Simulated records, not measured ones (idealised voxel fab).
Name of the process module below: voxel released beams
Xsec cut, 220 nm wide, square cell size 5 nm.
Each cross-section below is a grid of square cells, stated as bands in top-down order, with one or more rows of cells making up each band.
The entry gives the band's vertical extent as a top height and a bottom height in nm, then its horizontal make-up as materials from left to right, each with a width in nm. "air" stands for empty space; a single material marked "full width" fills the band edge to edge.
Zero point of the height axis is 0; under it, received wafer = one material. Lowest band: continues down indefinitely, "z 0 and below".
So if you see something like "30 to 40" for the width, read it as the top row of the band sitting at the first number and the bottom row at the second, with every row in between moving by the same amount as the last.
Step marked "left unchanged"? Then no cell in the cross-section changed in it.
"Enclosed empty spaces": empty spaces of 8 cells or more with no open way to the top, each given as width x height at distance, distance from the left edge, all in nm.
Read whatever lies past the settings on a step's line as the simulator's own remark about the step.
"overlay nm" denotes, for a step that has a mask, the displacement of the mask to the right of its planned place, with negative values corresponding to the left.

### plan
1,RECEIVE | material Si
2,CONFORMAL_DEP | material SiN | thk nm 5
3,DIRECTIONAL_DEP | material SiO2 | thk nm 15
4,DIRECTIONAL_DEP | material aC | thk nm 15
5,PATTERN | tone open | mask id ANCHOR | material resist | width nm 30 | thk nm 30 | overlay nm 0
6,DIRECTIONAL_ETCH | etch materials aC | depth nm 15
7,STRIP | etch materials resist
8,DIRECTIONAL_ETCH | etch materials SiO2 | depth nm 15
9,STRIP | etch materials aC
10,CONFORMAL_DEP | material W | thk nm 10
11,DIRECTIONAL_DEP | material aC | thk nm 10
12,PATTERN | tone cover | mask id BEAM | material resist | width nm 105 | thk nm 25 | overlay nm 0
13,DIRECTIONAL_ETCH | etch materials aC | depth nm 10
14,STRIP | etch materials resist
15,DIRECTIONAL_ETCH | etch materials W | depth nm 10
16,STRIP | etch materials aC
17,STRIP | etch materials SiO2

### Delivered wafer in cross-section: state after step 1
> z 0 and below | Si full width
> Enclosed empty spaces: none

### This is how the wafer looks in cross-section once the module is done, given the starting state and plan above and one mistake in carrying the plan out
> z 30 to 20 | 55 air | 15 W | 10 air | 80 W | 60 air
> z 20 to 15 | 60 air | 10 W | 10 air | 10 W | 130 air
> z 15 to 5 | 60 air | 30 W | 130 air
> z 5 to 0 | W full width
> z 0 and below | Si full width
> Enclosed empty spaces: none
Against the plan, the run slipped here: so step 2 ended up running with a different setting than we planned, it ran as CONFORMAL_DEP | material W | thk nm 5
